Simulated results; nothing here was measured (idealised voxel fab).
process module | voxel trench capacitor
cross-section cut | 220 nm wide | cells 5 nm
A cross-section is a grid of square cells, given in bands from the top down. A band is one or more rows of cells.
Each band's line starts with the height of the band's top and of its bottom, in nm. Then come its materials from left to right, each with its width in nm. One material with "throughout" fills the band from edge to edge. "air" is empty space.
Height 0 is the level under which the wafer as received is all one material. The lowest band goes on downwards, as in "0 down".
A width such as "30 to 40" changes by the same amount from each row of cells to the next, from the band's top row to its bottom row.
"no change" after a step means that no cell of the cross-section changed.
closed voids: empty space of 8 cells or more with no open way to the top, each as width x height at its distance from the left edge, in nm
after a step's settings: what the simulator itself notes on the step
overlay nm, on a step with a mask: how far to the right of its planned place the mask lay; to the left if negative
plan
1 op RECEIVE | material Si
2 op CONFORMAL_DEP | material SiN | thk nm 5
3 op DIRECTIONAL_DEP | material aC | thk nm 10
4 op PATTERN | tone open | mask id TRENCH | material resist | width nm 15 | pitch nm 40 | thk nm 30 | overlay nm 0
5 op DIRECTIONAL_ETCH | etch materials aC | depth nm 10
6 op STRIP | etch materials resist
7 op DIRECTIONAL_ETCH | etch materials SiN | depth nm 5
8 op DIRECTIONAL_ETCH | etch materials Si | depth nm 25
9 op STRIP | etch materials aC
10 op CONFORMAL_DEP | material SiO2 | thk nm 5
11 op FILL_DEP | material polySi | thk nm 5
12 op CMP | height nm 5
as received, after step 1
  0 down: Si throughout
  closed voids: none
a wafer at the end: this start, this plan, one mistake
  5 to 0: polySi 55 | SiO2 5 | SiN 15 | SiO2 5 | polySi 15 | SiO2 5 | SiN 15 | SiO2 5 | polySi 15 | SiO2 5 | SiN 15 | SiO2 5 | polySi 60
  0 to -20: polySi 55 | SiO2 5 | Si 15 | SiO2 5 | polySi 15 | SiO2 5 | Si 15 | SiO2 5 | polySi 15 | SiO2 5 | Si 15 | SiO2 5 | polySi 60
  -20 to -25: SiO2 60 | Si 15 | SiO2 25 | Si 15 | SiO2 25 | Si 15 | SiO2 65
  -25 down: Si throughout
  closed voids: none
what went wrong: step 4 ran as: op PATTERN | tone cover | mask id TRENCH | material resist | width nm 15 | pitch nm 40 | thk nm 30 | overlay nm 0
